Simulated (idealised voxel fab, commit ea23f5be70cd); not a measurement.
process module | voxel double patterning
cross-section cut | 220 nm wide | cells 5 nm
A cross-section is a grid of square cells, given in bands from the top down. A band is one or more rows of cells.
Each band's line starts with the height of the band's top and of its bottom, in nm. Then come its materials from left to right, each with its width in nm. One material with "throughout" fills the band from edge to edge. "air" is empty space.
Height 0 is the level under which the wafer as received is all one material. The lowest band goes on downwards, as in "0 down".
A width such as "30 to 40" changes by the same amount from each row of cells to the next, from the band's top row to its bottom row.
"no change" after a step means that no cell of the cross-section changed.
closed voids: empty space of 8 cells or more with no open way to the top, each as width x height at its distance from the left edge, in nm
after a step's settings: what the simulator itself notes on the step
overlay nm, on a step with a mask: how far to the right of its planned place the mask lay; to the left if negative
plan
1 op RECEIVE | material Si
2 op CONFORMAL_DEP | material SiO2 | thk nm 10
3 op DIRECTIONAL_DEP | material TiN | thk nm 20
4 op DIRECTIONAL_DEP | material SiCN | thk nm 5
5 op MASKED_ETCH | tone open | mask id FIRST | width nm 15 | pitch nm 50 | etch materials SiCN | depth nm 5 | overlay nm 0
6 op DIRECTIONAL_DEP | material aC | thk nm 15
7 op PATTERN | tone open | mask id SECOND | material resist | width nm 15 | pitch nm 50 | thk nm 35 | overlay nm 0
8 op DIRECTIONAL_ETCH | etch materials aC | depth nm 15
9 op STRIP | etch materials resist
10 op DIRECTIONAL_ETCH | etch materials SiCN | depth nm 5
11 op STRIP | etch materials aC
12 op DIRECTIONAL_ETCH | etch materials TiN | depth nm 20
13 op STRIP | etch materials SiCN
as received, after step 1
  0 down: Si throughout
  closed voids: none
first wafer at the end, as planned
  30 to 10: TiN 50 | air 15 | TiN 10 | air 15 | TiN 10 | air 15 | TiN 10 | air 15 | TiN 10 | air 15 | TiN 55
  10 to 0: SiO2 throughout
  0 down: Si throughout
  closed voids: none
second wafer at the end: like start, like plan, one mistake
  30 to 20: SiO2 throughout
  20 to 0: TiN throughout
  0 down: Si throughout
  closed voids: none
what went wrong: steps 2 and 3 were swapped
at the end the second wafer has, in cells: 60 more of TiN
